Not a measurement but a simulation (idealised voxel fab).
Proc. module: voxel self aligned contacts
It is cross-section cut that appears here, measuring 270 nm in width, its square cells being 5 nm in size.
Cross-section spec: square-cell grid; bands listed top down; each band is one or more rows.
Top, bottom (nm), then materials left to right with widths (nm); lone material tagged "full width" fills the whole band edge to edge; "air" = empty space.
Heights are expressed relative to 0, this being the level below which the as-received wafer comprises one material exclusively. The lowest band is unbounded in the downward direction and is denoted as in "top 0, no bottom".
So if you see something like "30 to 40" for the width, read it as the top row of the band sitting at the first number and the bottom row at the second, with every row in between moving by the same amount as the last.
When a step is marked "nothing altered", none of the cells in the cross-section changed during that step.
The entry "Unvented cavities" lists the empty spaces that cover at least 8 cells and have no open path to the top. Each is written as width x height at distance, where the distance is measured from the left edge and all three values are in nm.
That trailing text on a step's line, after the settings, is the simulator's own remark on the step.
overlay nm: for a step with a mask, the amount by which the mask lay right of where it was planned; a negative amount means left of it.
# Below is the list of planned process steps
1: RECEIVE | material Si
2: OXIDIZE | depth nm 5
3: DIRECTIONAL_DEP | material polySi | thk nm 20
4: DIRECTIONAL_DEP | material SiN | thk nm 25
5: PATTERN | tone cover | mask id GATE | material resist | width nm 35 | pitch nm 75 | thk nm 15 | overlay nm 0
6: DIRECTIONAL_ETCH | etch materials SiN | depth nm 25
7: DIRECTIONAL_ETCH | etch materials polySi | depth nm 20
8: STRIP | etch materials resist
9: CONFORMAL_DEP | material SiN | thk nm 10
10: DIRECTIONAL_ETCH | etch materials SiN | depth nm 10
11: FILL_DEP | material SiO2 | thk nm 20
12: CMP | height nm 55
13: MASKED_ETCH | tone open | mask id CONTACT | width nm 40 | etch materials SiO2 | depth nm 60 | overlay nm 0
14: CONFORMAL_DEP | material TiN | thk nm 5
15: FILL_DEP | material Ru | thk nm 5
16: CMP | height nm 55
17: CONFORMAL_DEP | material SiCN | thk nm 5
Among the wafers covered here, the point of difference is the width nm at step 13; their starting state is shared, and the plan presents the value of the first wafer.
# Step 1 complete: as-received cross-section of the first of several wafers
top 0, no bottom | Si full width
Unvented cavities: none
# What follows is a table in which each wafer occupies a row; for the wafer as it stands at the close of the module, the row states, material by material, how many cells have been gained (+) or lost (-) since receipt, and then gives its closed voids
width nm 40, +26 Ru, -54 Si, +54 SiCN, +142 SiN, +394 SiO2, +30 TiN, +56 polySi, Unvented cavities: none
width nm 45, +27 Ru, -54 Si, +54 SiCN, +142 SiN, +392 SiO2, +31 TiN, +56 polySi, Unvented cavities: none
width nm 50, +28 Ru, -54 Si, +54 SiCN, +142 SiN, +390 SiO2, +32 TiN, +56 polySi, Unvented cavities: none
width nm 55, +29 Ru, -54 Si, +54 SiCN, +142 SiN, +388 SiO2, +33 TiN, +56 polySi, Unvented cavities: none
width nm 60, +30 Ru, -54 Si, +54 SiCN, +142 SiN, +386 SiO2, +34 TiN, +56 polySi, Unvented cavities: none
width nm 65, +31 Ru, -54 Si, +54 SiCN, +142 SiN, +384 SiO2, +35 TiN, +56 polySi, Unvented cavities: none
